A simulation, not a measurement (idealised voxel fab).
Process module name: voxel self aligned vias
Xsec cut, 240 nm wide, square cell size 5 nm.
Cross-section spec: square-cell grid; bands listed top down; each band is one or more rows. For a band, the entry starts with two heights in nm, that of the top and then that of the bottom, and carries on with the band's materials in order from left to right, each alongside its width in nm; the word "everywhere" beside a single material means it fills the band edge to edge, and "empty" means empty space. Height 0 is the level under which the wafer as received is all one material. The lowest band goes on downwards, as in "0 and below". You'd read "30->40" like this: the band's top row of cells is as wide as the first number, its bottom row is as wide as the second, and going down, every row changes width by the same amount as the row before did. "no alterations made" (step): cross-section cells unchanged, all of them. "Voids, enclosed" lists enclosed empty spaces (at least 8 cells, no open path upward to the top), each as width x height at distance from the left edge, in nm. It should be noted that, on the line of a given step, the content following the step's settings is a remark produced by the simulator itself with respect to that step. Among the settings permitted on a step's line is "overlay nm"; applied to a step with a mask, it specifies the extent to which the mask lay to the right of its planned position, whereas a negative figure signifies a position to the left.

**The planned process steps are enumerated hereunder**
- 1: RECEIVE | material Si
- 2: CONFORMAL_DEP | material SiO2 | thk nm 15
- 3: CONFORMAL_DEP | material SiCN | thk nm 5
- 4: DIRECTIONAL_DEP | material lowk | thk nm 25
- 5: MASKED_ETCH | tone open | mask id LINES | width nm 20 | pitch nm 65 | etch materials lowk | depth nm 25 | overlay nm 0
- 6: CONFORMAL_DEP | material TiN | thk nm 5
- 7: FILL_DEP | material W | thk nm 10
- 8: CMP | height nm 45
- 9: SELECTIVE_ETCH | etch materials W Ru TiN | depth nm 10
- 10: FILL_DEP | material SiN | thk nm 5
- 11: CMP | height nm 45
- 12: DIRECTIONAL_DEP | material lowk | thk nm 20
- 13: PATTERN | tone open | mask id VIAS | material resist | width nm 40 | pitch nm 65 | thk nm 15 | overlay nm 0
- 14: DIRECTIONAL_ETCH | etch materials lowk | depth nm 20
- 15: DIRECTIONAL_ETCH | etch materials SiN | depth nm 10
- 16: STRIP | etch materials resist
- 17: CONFORMAL_DEP | material TiN | thk nm 5
- 18: FILL_DEP | material Cu | thk nm 5
- 19: CMP | height nm 65
- 20: CONFORMAL_DEP | material SiCN | thk nm 5
Be aware that, although all wafers share a common starting state, the width nm at step 5 differs among them, and the plan displays the first wafer's value.

**So this is the first of several wafers, cross-sectioned as it came to us, meaning it's at the end of step 1**
  0 and below = Si everywhere
  Voids, enclosed: none

**Row per wafer, end-of-module: cell gain (+)/loss (-) by material since the wafer came in, then closed voids**
width nm 20, +66 Cu, +96 SiCN, +144 SiO2, +78 TiN, +12 W, +276 lowk, Voids, enclosed: none
width nm 25, +72 Cu, +96 SiCN, +144 SiO2, +81 TiN, +18 W, +261 lowk, Voids, enclosed: none
width nm 30, +78 Cu, +96 SiCN, +144 SiO2, +84 TiN, +24 W, +246 lowk, Voids, enclosed: none
width nm 35, +84 Cu, +96 SiCN, +144 SiO2, +87 TiN, +30 W, +231 lowk, Voids, enclosed: none
width nm 40, +90 Cu, +96 SiCN, +144 SiO2, +90 TiN, +36 W, +216 lowk, Voids, enclosed: none
width nm 45, +90 Cu, +96 SiCN, +6 SiN, +144 SiO2, +93 TiN, +42 W, +201 lowk, Voids, enclosed: none
